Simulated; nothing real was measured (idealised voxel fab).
process module | voxel tone inversion
cross-section cut | 160 nm wide | cells 5 nm
A cross-section is a grid of square cells, given in bands from the top down. A band is one or more rows of cells.
Each band's line starts with the height of the band's top and of its bottom, in nm. Then come its materials from left to right, each with its width in nm. One material with "throughout" fills the band from edge to edge. "air" is empty space.
Height 0 is the level under which the wafer as received is all one material. The lowest band goes on downwards, as in "0 down".
A width such as "30 to 40" changes by the same amount from each row of cells to the next, from the band's top row to its bottom row.
"no change" after a step means that no cell of the cross-section changed.
closed voids: empty space of 8 cells or more with no open way to the top, each as width x height at its distance from the left edge, in nm
after a step's settings: what the simulator itself notes on the step
overlay nm, on a step with a mask: how far to the right of its planned place the mask lay; to the left if negative
plan
1 op RECEIVE | material Si
2 op CONFORMAL_DEP | material SiN | thk nm 10
3 op DIRECTIONAL_DEP | material aC | thk nm 15
4 op PATTERN | tone cover | mask id POSTS | material resist | width nm 20 | pitch nm 50 | thk nm 20 | overlay nm 0
5 op DIRECTIONAL_ETCH | etch materials aC | depth nm 15
6 op STRIP | etch materials resist
7 op FILL_DEP | material SiO2 | thk nm 5
8 op CMP | height nm 25
9 op STRIP | etch materials aC
as received, after step 1
  0 down: Si throughout
  closed voids: none
a wafer at the end: this start, this plan, one mistake
  25 to 10: SiO2 25 | air 15 | SiO2 35 | air 15 | SiO2 35 | air 15 | SiO2 20
  10 to 0: SiN throughout
  0 down: Si throughout
  closed voids: none
what went wrong: step 4 ran as: op PATTERN | tone cover | mask id POSTS | material resist | width nm 15 | pitch nm 50 | thk nm 20 | overlay nm 0
